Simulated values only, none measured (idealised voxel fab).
The process module that follows is named voxel lift off.
The figure presents cross-section cut, which has a width of 275 nm and is divided into square cells with an edge length of 5 nm.
Cross-sections here: square-cell grids, written as top-down lists of bands, a band being one or more rows of cells. Basically the band line says how high the top is and how high the bottom is, in nm, and then what's in it from left to right, every material with its width in nm. Empty space shows up as "blank", and if a single material carries "full width" it runs the full band edge to edge. A quick word on heights: they are counted from 0, and under that level the wafer as it came to us is one material throughout. The lowest band is different from the rest in having no bottom; it simply continues downward, written as in "0 -> down". Width spec "30..40" -> top row of cells at first value, bottom row at second value, equal per-row change in between. No cell of the cross-section changed in a step that is given as "left unchanged". "Fully sealed cavities" - sealed voids, min. 8 cells, no opening to top; format: width x height at distance (distance from left edge; nm throughout). On each step's line, the part that comes after the settings is the simulator's own comment on the step. If you see "overlay nm" on a step's line and that step has a mask, it's telling you how far right of where it was planned the mask ended up; a negative number means it went left instead.

So here's the lineup of process steps we planned
1,RECEIVE with material Si
2,CONFORMAL_DEP with material Al2O3, thk nm 5
3,PATTERN with tone open, mask id LINES, material resist, width nm 25, pitch nm 45, thk nm 25, overlay nm 0
4,DIRECTIONAL_DEP with material Ru, thk nm 10
5,STRIP with etch materials resist
6,CONFORMAL_DEP with material SiCN, thk nm 10

Cross-sectional view of the wafer in its as-received condition, corresponding to the state after step 1
* 0 -> down = Si full width
* Fully sealed cavities: none

Looking at the first of two wafers in cross-section at end of module - ran to plan
* 25 -> 15 = 70 of blank, then 135 of SiCN, then 70 of blank
* 15 -> 5 = 80 of SiCN, then 25 of Ru, then 20 of SiCN, then 25 of Ru, then 20 of SiCN, then 25 of Ru, then 80 of SiCN
* 5 -> 0 = Al2O3 full width
* 0 -> down = Si full width
* Fully sealed cavities: none

Cross-section of the latter of the two wafers at module completion. It had an identical start and an identical plan to the former; in running it, one mistake was made
* 15 -> 5 = SiCN full width
* 5 -> 0 = Al2O3 full width
* 0 -> down = Si full width
* Fully sealed cavities: none
Processing error: with respect to the plan, step 4 was omitted and not executed
Upon completion, the second wafer contains, in terms of cells, a greater or smaller amount of certain materials than the first wafer: Ru -30 | SiCN -24
